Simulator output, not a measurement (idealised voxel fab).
process module | voxel trench capacitor
For reference, the cross-section in this document is cut, with width 280 nm and square cells of 5 nm.
Think of the cross-section as a grid of square cells. We describe it in bands, top to bottom, and each band covers one or more rows of those cells.
The entry gives the band's vertical extent as a top height and a bottom height in nm, then its horizontal make-up as materials from left to right, each with a width in nm. "blank" stands for empty space; a single material marked "throughout" fills the band edge to edge.
Heads up on the height convention: 0 is the point under which the incoming wafer is all one material, and the lowest band has no bottom, it just keeps going down, like "top 0, no bottom".
The width entry "30 to 40" should be interpreted row by row: the top row of cells in the band takes the first number, the bottom row takes the second number, and the change between adjacent rows is uniform throughout.
"no alteration" after a step means that no cell of the cross-section changed.
Empty spaces without an open route to the top, at least 8 cells in extent, make up the entry "closed voids"; each is given as width x height at distance, where the distance is measured from the left edge, and all are in nm.
Text after the settings on a step's line: the simulator's own remark on that step.
"overlay nm" denotes, for a step that has a mask, the displacement of the mask to the right of its planned place, with negative values corresponding to the left.
## The planned process steps are enumerated hereunder
1: RECEIVE with material Si
2: CONFORMAL_DEP with material SiN, thk nm 5
3: PATTERN with tone open, mask id TRENCH, material resist, width nm 25, pitch nm 55, thk nm 15, overlay nm 0
4: DIRECTIONAL_ETCH with etch materials SiN, depth nm 5
5: DIRECTIONAL_ETCH with etch materials Si, depth nm 25
6: STRIP with etch materials resist
7: CONFORMAL_DEP with material Al2O3, thk nm 5
8: FILL_DEP with material polySi, thk nm 5
9: CMP with height nm 5
## Concerning the first of two wafers, which was run in accordance with the plan
## Cross-section of the wafer at receipt, which is the condition after step 1
* top 0, no bottom: Si throughout
* closed voids: none
## Once step 2 is through, the wafer looks like this in cross-section
* top 5, bottom 0: SiN throughout
* Under the height 0 nothing was changed.
## Once step 3 is through, the wafer looks like this in cross-section
* top 20, bottom 5: resist (100), then blank (25), then resist (30), then blank (25), then resist (100)
* Under the height 5 nothing was changed.
## Once step 4 is through, the wafer looks like this in cross-section
* top 20, bottom 5: resist (100), then blank (25), then resist (30), then blank (25), then resist (100)
* top 5, bottom 0: SiN (100), then blank (25), then SiN (30), then blank (25), then SiN (100)
* Under the height 0 nothing was changed.
## Once step 5 is through, the wafer looks like this in cross-section
* top 20, bottom 5: resist (100), then blank (25), then resist (30), then blank (25), then resist (100)
* top 5, bottom 0: SiN (100), then blank (25), then SiN (30), then blank (25), then SiN (100)
* top 0, bottom -25: Si (100), then blank (25), then Si (30), then blank (25), then Si (100)
* Under the height -25 nothing was changed.
## Once step 6 is through, the wafer looks like this in cross-section
* top 5, bottom 0: SiN (100), then blank (25), then SiN (30), then blank (25), then SiN (100)
* Under the height 0 nothing was changed.
## Once step 7 is through, the wafer looks like this in cross-section
* top 10, bottom 5: Al2O3 (105), then blank (15), then Al2O3 (40), then blank (15), then Al2O3 (105)
* top 5, bottom 0: SiN (100), then Al2O3 (5), then blank (15), then Al2O3 (5), then SiN (30), then Al2O3 (5), then blank (15), then Al2O3 (5), then SiN (100)
* top 0, bottom -20: Si (100), then Al2O3 (5), then blank (15), then Al2O3 (5), then Si (30), then Al2O3 (5), then blank (15), then Al2O3 (5), then Si (100)
* top -20, bottom -25: Si (100), then Al2O3 (25), then Si (30), then Al2O3 (25), then Si (100)
* Under the height -25 nothing was changed.
## Once step 8 is through, the wafer looks like this in cross-section
* top 15, bottom 10: polySi throughout
* top 10, bottom 5: Al2O3 (105), then polySi (15), then Al2O3 (40), then polySi (15), then Al2O3 (105)
* top 5, bottom 0: SiN (100), then Al2O3 (5), then polySi (15), then Al2O3 (5), then SiN (30), then Al2O3 (5), then polySi (15), then Al2O3 (5), then SiN (100)
* top 0, bottom -20: Si (100), then Al2O3 (5), then polySi (15), then Al2O3 (5), then Si (30), then Al2O3 (5), then polySi (15), then Al2O3 (5), then Si (100)
* Under the height -20 nothing was changed.
## Once step 9 is through, the wafer looks like this in cross-section
* top 5, bottom 0: SiN (100), then Al2O3 (5), then polySi (15), then Al2O3 (5), then SiN (30), then Al2O3 (5), then polySi (15), then Al2O3 (5), then SiN (100)
* Under the height 0 nothing was changed.
## Wafer two: like wafer one in start and plan, but with one mistake in execution; identical up to and including step 2
## Cross-section of the second wafer at the time by which step 3 should have been completed according to the plan
* top 20, bottom 5: resist (95), then blank (25), then resist (30), then blank (25), then resist (105)
* Under the height 5 nothing was changed.
## Cross-section of the second wafer at the time by which step 4 should have been completed according to the plan
* top 20, bottom 5: resist (95), then blank (25), then resist (30), then blank (25), then resist (105)
* top 5, bottom 0: SiN (95), then blank (25), then SiN (30), then blank (25), then SiN (105)
* Under the height 0 nothing was changed.
## Cross-section of the second wafer at the time by which step 5 should have been completed according to the plan
* top 20, bottom 5: resist (95), then blank (25), then resist (30), then blank (25), then resist (105)
* top 5, bottom 0: SiN (95), then blank (25), then SiN (30), then blank (25), then SiN (105)
* top 0, bottom -25: Si (95), then blank (25), then Si (30), then blank (25), then Si (105)
* Under the height -25 nothing was changed.
## Cross-section of the second wafer at the time by which step 6 should have been completed according to the plan
* top 5, bottom 0: SiN (95), then blank (25), then SiN (30), then blank (25), then SiN (105)
* Under the height 0 nothing was changed.
## Cross-section of the second wafer at the time by which step 7 should have been completed according to the plan
* top 10, bottom 5: Al2O3 (100), then blank (15), then Al2O3 (40), then blank (15), then Al2O3 (110)
* top 5, bottom 0: SiN (95), then Al2O3 (5), then blank (15), then Al2O3 (5), then SiN (30), then Al2O3 (5), then blank (15), then Al2O3 (5), then SiN (105)
* top 0, bottom -20: Si (95), then Al2O3 (5), then blank (15), then Al2O3 (5), then Si (30), then Al2O3 (5), then blank (15), then Al2O3 (5), then Si (105)
* top -20, bottom -25: Si (95), then Al2O3 (25), then Si (30), then Al2O3 (25), then Si (105)
* Under the height -25 nothing was changed.
## Cross-section of the second wafer at the time by which step 8 should have been completed according to the plan
* top 15, bottom 10: polySi throughout
* top 10, bottom 5: Al2O3 (100), then polySi (15), then Al2O3 (40), then polySi (15), then Al2O3 (110)
* top 5, bottom 0: SiN (95), then Al2O3 (5), then polySi (15), then Al2O3 (5), then SiN (30), then Al2O3 (5), then polySi (15), then Al2O3 (5), then SiN (105)
* top 0, bottom -20: Si (95), then Al2O3 (5), then polySi (15), then Al2O3 (5), then Si (30), then Al2O3 (5), then polySi (15), then Al2O3 (5), then Si (105)
* Under the height -20 nothing was changed.
## Cross-section of the second wafer at the time by which step 9 should have been completed according to the plan
* top 5, bottom 0: SiN (95), then Al2O3 (5), then polySi (15), then Al2O3 (5), then SiN (30), then Al2O3 (5), then polySi (15), then Al2O3 (5), then SiN (105)
* Under the height 0 nothing was changed.
The plan and the run diverged here: the process deviated at step 3: the operation and settings actually run there were PATTERN with tone open, mask id TRENCH, material resist, width nm 25, pitch nm 55, thk nm 15, overlay nm -5
By the end, you'd get the same cell count for each material on either wafer, but the second wafer puts them somewhere else.
